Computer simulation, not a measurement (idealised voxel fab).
Proc. module: voxel capacitor over wiring
Cross-sectional view cut (width: 295 nm; square cell size: 5 nm).
Cross-section = grid of square cells, listed top down in bands; band = one or more rows. For a band, the entry starts with two heights in nm, that of the top and then that of the bottom, and carries on with the band's materials in order from left to right, each alongside its width in nm; the word "all across" beside a single material means it fills the band edge to edge, and "blank" means empty space. Zero point of the height axis is 0; under it, received wafer = one material. Lowest band: continues down indefinitely, "z 0 and below". A width given as "30..40" starts at the first number in the band's top row and ends at the second number in its bottom row, shifting by an equal amount at every step from row to row. What does "nothing changed" mean for a step? It means no cell of the cross-section changed in that step. Empty spaces without an open route to the top, at least 8 cells in extent, make up the entry "Fully closed voids"; each is given as width x height at distance, where the distance is measured from the left edge, and all are in nm. Text after the settings on a step's line: the simulator's own remark on that step. Each step line may optionally specify "overlay nm", which for a step with a mask gives the rightward distance between the mask's planned place and where it lay, a negative value indicating the leftward direction.
-- Planned process steps
| 1 | op RECEIVE | material Si |
| 2 | op CONFORMAL_DEP | material SiO2 | thk nm 15 |
| 3 | op DIRECTIONAL_DEP | material TiN | thk nm 5 |
| 4 | op DIRECTIONAL_DEP | material W | thk nm 15 |
| 5 | op PATTERN | tone cover | mask id METAL_1 | material resist | width nm 25 | pitch nm 95 | thk nm 15 | overlay nm 0 |
| 6 | op DIRECTIONAL_ETCH | etch materials W | depth nm 15 |
| 7 | op DIRECTIONAL_ETCH | etch materials TiN | depth nm 5 |
| 8 | op STRIP | etch materials resist |
| 9 | op CONFORMAL_DEP | material SiCN | thk nm 5 |
| 10 | op FILL_DEP | material SiO2 | thk nm 5 |
| 11 | op CMP | height nm 35 |
| 12 | op CONFORMAL_DEP | material SiCN | thk nm 5 |
| 13 | op DIRECTIONAL_DEP | material lowk | thk nm 15 |
| 14 | op MASKED_ETCH | tone open | mask id PLUG_1 | width nm 15 | etch materials lowk | depth nm 15 | overlay nm 0 |
| 15 | op MASKED_ETCH | tone open | mask id PLUG_1 | width nm 15 | etch materials SiCN | depth nm 5 | overlay nm 0 |
| 16 | op CONFORMAL_DEP | material TiN | thk nm 5 |
| 17 | op FILL_DEP | material Ru | thk nm 5 |
| 18 | op CMP | height nm 55 |
| 19 | op DIRECTIONAL_DEP | material TiN | thk nm 5 |
| 20 | op DIRECTIONAL_DEP | material Al2O3 | thk nm 5 |
| 21 | op DIRECTIONAL_DEP | material TiN | thk nm 5 |
| 22 | op DIRECTIONAL_DEP | material aC | thk nm 15 |
| 23 | op PATTERN | tone cover | mask id UPPER_PLATE | material resist | width nm 75 | thk nm 35 | overlay nm 0 |
| 24 | op DIRECTIONAL_ETCH | etch materials aC | depth nm 15 |
| 25 | op STRIP | etch materials resist |
| 26 | op DIRECTIONAL_ETCH | etch materials TiN | depth nm 5 |
| 27 | op DIRECTIONAL_ETCH | etch materials Al2O3 | depth nm 5 |
| 28 | op STRIP | etch materials aC |
| 29 | op DIRECTIONAL_DEP | material aC | thk nm 10 |
| 30 | op PATTERN | tone cover | mask id LOWER_PLATE | material resist | width nm 85 | thk nm 25 | overlay nm 0 |
| 31 | op DIRECTIONAL_ETCH | etch materials aC | depth nm 10 |
| 32 | op STRIP | etch materials resist |
| 33 | op DIRECTIONAL_ETCH | etch materials TiN | depth nm 5 |
| 34 | op STRIP | etch materials aC |
| 35 | op FILL_DEP | material SiO2 | thk nm 20 |
| 36 | op CMP | height nm 85 |
| 37 | op PATTERN | tone open | mask id PLUG_2 | material resist | width nm 15 | thk nm 20 | overlay nm 0 |
| 38 | op DIRECTIONAL_ETCH | etch materials SiO2 | depth nm 15 |
| 39 | op STRIP | etch materials resist |
| 40 | op CONFORMAL_DEP | material TiN | thk nm 5 |
| 41 | op FILL_DEP | material W | thk nm 5 |
| 42 | op CMP | height nm 85 |
| 43 | op CONFORMAL_DEP | material SiN | thk nm 5 |
-- Incoming wafer in cross-section (state: after step 1)
z 0 and below | Si all across
Fully closed voids: none
-- Cross-sectional view of the first of the two wafers upon completion of the module, processed in accordance with the plan
z 90 to 85 | SiN all across
z 85 to 75 | 105 nm SiO2  5 nm TiN  5 nm W  5 nm TiN  175 nm SiO2
z 75 to 65 | 105..95 nm SiO2  15..75 nm TiN  175..125 nm SiO2
z 65 to 60 | 95 nm SiO2  75 nm Al2O3  125 nm SiO2
z 60 to 55 | 90 nm SiO2  85 nm TiN  120 nm SiO2
z 55 to 40 | 95 nm lowk  5 nm TiN  5 nm Ru  5 nm TiN  185 nm lowk
z 40 to 35 | 95 nm SiCN  15 nm TiN  185 nm SiCN
z 35 to 20 | 80 nm SiO2  5 nm SiCN  25 nm W  5 nm SiCN  60 nm SiO2  5 nm SiCN  25 nm W  5 nm SiCN  85 nm SiO2
z 20 to 15 | 85 nm SiCN  25 nm TiN  70 nm SiCN  25 nm TiN  90 nm SiCN
z 15 to 0 | SiO2 all across
z 0 and below | Si all across
Fully closed voids: none
-- Wafer two (of two), end-of-module cross-section: start = wafer one, plan = wafer one, one run mistake
z 90 to 85 | SiN all across
z 85 to 75 | 105 nm SiO2  5 nm TiN  5 nm W  5 nm TiN  175 nm SiO2
z 75 to 70 | 105 nm SiO2  15 nm TiN  175 nm SiO2
z 70 to 65 | SiO2 all across
z 65 to 60 | 95 nm SiO2  75 nm Al2O3  125 nm SiO2
z 60 to 55 | 90 nm SiO2  85 nm TiN  120 nm SiO2
z 55 to 40 | 95 nm lowk  5 nm TiN  5 nm Ru  5 nm TiN  185 nm lowk
z 40 to 35 | 95 nm SiCN  15 nm TiN  185 nm SiCN
z 35 to 20 | 80 nm SiO2  5 nm SiCN  25 nm W  5 nm SiCN  60 nm SiO2  5 nm SiCN  25 nm W  5 nm SiCN  85 nm SiO2
z 20 to 15 | 85 nm SiCN  25 nm TiN  70 nm SiCN  25 nm TiN  90 nm SiCN
z 15 to 0 | SiO2 all across
z 0 and below | Si all across
Fully closed voids: none
Plan not followed: step 21 of the plan: omitted, not performed
FYI, end of process, the second wafer has more or fewer cells of some materials than the first: SiO2: 15 more; TiN: 15 fewer
